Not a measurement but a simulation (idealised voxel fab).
This is a process module. Its name is voxel lift off.
Section shown: cut. Width: 165 nm. Cell size: 5 nm, square.
Cross-section layout: square cells on a grid; listed as bands, top to bottom; a band spans one or more cell rows.
First you get the band's top height and its bottom height, in nm, and then the materials it's made of, left to right, with each width in nm. If you see a single material with "full width", that one covers the band edge to edge. "empty" is empty space.
Height reference: 0 = level under which incoming wafer is all one material. Lowest band: no bottom, runs on downward, e.g. "0..down".
Read "30->40" as a graded width: first number on top, second number at the bottom, same change between each pair of neighbouring rows.
Step note "remained the same" = no cross-section cell changed.
"Completely enclosed voids": sealed empty spaces, 8 cells or more, no open way to top, listed width x height at distance, with distance from the left edge and width, height and distance in nm.
Formally, on a step line, whatever follows the settings is a remark that the simulator itself makes on the step.
A step line may carry the setting "overlay nm", which, for steps involving a mask, states the distance by which the mask lay to the right of its intended position; negative values denote displacement to the left.

## The following list gives the planned process steps
| 1 | op RECEIVE | material Si |
| 2 | op CONFORMAL_DEP | material Al2O3 | thk nm 5 |
| 3 | op PATTERN | tone open | mask id LINES | material resist | width nm 30 | pitch nm 45 | thk nm 15 | overlay nm 0 |
| 4 | op DIRECTIONAL_DEP | material Ru | thk nm 5 |
| 5 | op STRIP | etch materials resist |
| 6 | op CONFORMAL_DEP | material SiN | thk nm 5 |

## Cross-section of the wafer as it came to us, i.e., already through step 1
	0..down = Si full width
	Completely enclosed voids: none

## End-of-module cross-section. Starting structure and process plan as above; one mistake made in running it
	15..10 = 20 empty / 30 SiN / 15 empty / 30 SiN / 15 empty / 30 SiN / 25 empty
	10..5 = 25 SiN / 20 Ru / 25 SiN / 20 Ru / 25 SiN / 20 Ru / 30 SiN
	5..0 = Al2O3 full width
	0..down = Si full width
	Completely enclosed voids: none
What went wrong in running the wafer? in deviation from the planned setting, step 3 was conducted as op PATTERN | tone open | mask id LINES | material resist | width nm 20 | pitch nm 45 | thk nm 15 | overlay nm 0
